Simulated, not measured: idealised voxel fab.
Process module heading - voxel trench capacitor
Shown is cross-section cut, with a width of 165 nm and square cells of size 5 nm.
Cross-section spec: square-cell grid; bands listed top down; each band is one or more rows.
For a band, the entry starts with two heights in nm, that of the top and then that of the bottom, and carries on with the band's materials in order from left to right, each alongside its width in nm; the word "all across" beside a single material means it fills the band edge to edge, and "blank" means empty space.
Ref level 0: as-received wafer is one material below here. Bottom band extends down with no lower bound ("0 and below").
The two numbers in a width such as "30->40" mark its ends across the band: the first belongs to the top row of cells, the second to the bottom row, and from each row to the next the width moves by the same amount.
What does "everything unchanged" mean for a step? It means no cell of the cross-section changed in that step.
Reported under the label "Trapped cavities" are the empty spaces having no open way to the top and comprising 8 cells or more; the notation for each is width x height at distance, in which the distance is measured from the left edge and all three values are in nm.
What comes after the settings on a step's line is commentary from the simulator itself on that step.
Among the settings permitted on a step's line is "overlay nm"; applied to a step with a mask, it specifies the extent to which the mask lay to the right of its planned position, whereas a negative figure signifies a position to the left.
[These are the steps we planned for the process]
1 op RECEIVE | material Si
2 op CONFORMAL_DEP | material SiN | thk nm 10
3 op MASKED_ETCH | tone open | mask id TRENCH | width nm 30 | pitch nm 60 | etch materials SiN | depth nm 10 | overlay nm 0
4 op MASKED_ETCH | tone open | mask id TRENCH | width nm 20 | pitch nm 60 | etch materials Si | depth nm 35 | overlay nm 0
5 op CONFORMAL_DEP | material Al2O3 | thk nm 5
6 op CONFORMAL_DEP | material TiN | thk nm 5
7 op FILL_DEP | material W | thk nm 10
8 op CMP | height nm 10
The width nm used in step 4 is not the same on every wafer, whereas the starting condition is; the value printed in the plan is the first wafer's.
[The first of several wafers in cross-section, exactly as it reached us after step 1]
* 0 and below  Si all across
* Trapped cavities: none
[Per wafer (row), end of module: delta in cells per material since receipt, (+) for gained, (-) for lost; closed voids after that]
width nm 20; +44 Al2O3; -56 Si; +42 SiN; +36 TiN; Trapped cavities: none
width nm 25; +44 Al2O3; -70 Si; +42 SiN; +36 TiN; +14 W; Trapped cavities: none
width nm 30; +44 Al2O3; -84 Si; +42 SiN; +36 TiN; +28 W; Trapped cavities: none
width nm 35; +44 Al2O3; -84 Si; +42 SiN; +36 TiN; +28 W; Trapped cavities: none
width nm 40; +44 Al2O3; -84 Si; +42 SiN; +36 TiN; +28 W; Trapped cavities: none
width nm 45; +44 Al2O3; -84 Si; +42 SiN; +36 TiN; +28 W; Trapped cavities: none
